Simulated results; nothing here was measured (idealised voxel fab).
This is a process module. Its name is voxel self aligned contacts.
The figure presents cross-section cut, which has a width of 180 nm and is divided into square cells with an edge length of 5 nm.
Reading order for cross-sections: top band down to bottom band. Underlying form: a grid of square cells. Band size: one or more rows of cells. Heads up on the band format: heights come first, top then bottom, in nm. After that it's the materials left to right, each with its width in nm. A single material flagged "everywhere" fills the whole band edge to edge, and "blank" means there's empty space there. The level at which height equals 0 is the one under which the wafer, as it arrives, is entirely one material. No lower edge exists for the bottom band, which continues downward and is notated as in "0 nm and below". Think of "30 to 40" as a width that walks from the first number to the second as you go down the band, top row to bottom row, taking equal-sized steps from row to row. Take "same as before" at face value: in the step it is given for, the cross-section changed in none of its cells. Reported under the label "Fully enclosed voids" are the empty spaces having no open way to the top and comprising 8 cells or more; the notation for each is width x height at distance, in which the distance is measured from the left edge and all three values are in nm. On a step's line, text after the settings is the simulator commenting on that step. overlay nm: mask right of planned place by this much (step with mask). Neg. = left.
# These are the steps we planned for the process
- 1: op RECEIVE | material Si
- 2: op OXIDIZE | depth nm 5
- 3: op DIRECTIONAL_DEP | material polySi | thk nm 20
- 4: op DIRECTIONAL_DEP | material SiN | thk nm 20
- 5: op MASKED_ETCH | tone cover | mask id GATE | width nm 25 | pitch nm 60 | etch materials SiN | depth nm 20 | overlay nm 0
- 6: op MASKED_ETCH | tone cover | mask id GATE | width nm 25 | pitch nm 60 | etch materials polySi | depth nm 20 | overlay nm 0
- 7: op CONFORMAL_DEP | material SiN | thk nm 5
- 8: op DIRECTIONAL_ETCH | etch materials SiN | depth nm 5
- 9: op FILL_DEP | material SiO2 | thk nm 15
- 10: op CMP | height nm 45
- 11: op PATTERN | tone open | mask id CONTACT | material resist | width nm 45 | pitch nm 60 | thk nm 15 | overlay nm 0
- 12: op DIRECTIONAL_ETCH | etch materials SiO2 | depth nm 50
- 13: op STRIP | etch materials resist
- 14: op CONFORMAL_DEP | material TiN | thk nm 5
- 15: op FILL_DEP | material Ru | thk nm 10
- 16: op CMP | height nm 45
- 17: op CONFORMAL_DEP | material SiCN | thk nm 5
# Cross-section: wafer on arrival = after step 1
0 nm and below: Si everywhere
Fully enclosed voids: none
# The module was run from the start shown above using the plan shown above, but one mistake was made doing it; the resulting wafer cross-section is below
50 nm to 45 nm: SiCN everywhere
45 nm to 40 nm: SiO2 (40), TiN (10), Ru (15), TiN (20), SiO2 (15), TiN (10), Ru (15), TiN (20), SiO2 (35)
40 nm to 20 nm: SiO2 (10), SiN (35), TiN (5), Ru (15), TiN (5), SiN (35), TiN (5), Ru (15), TiN (5), SiN (35), SiO2 (15)
20 nm to 0 nm: SiO2 (10), SiN (5), polySi (25), SiN (5), TiN (5), Ru (15), TiN (5), SiN (5), polySi (25), SiN (5), TiN (5), Ru (15), TiN (5), SiN (5), polySi (25), SiN (5), SiO2 (15)
0 nm to -5 nm: SiO2 (45), TiN (25), SiO2 (35), TiN (25), SiO2 (50)
-5 nm and below: Si everywhere
Fully enclosed voids: none
What was done differently from what was planned? off-plan run, step 11, actual operation and settings op PATTERN | tone open | mask id CONTACT | material resist | width nm 45 | pitch nm 60 | thk nm 15 | overlay nm 5
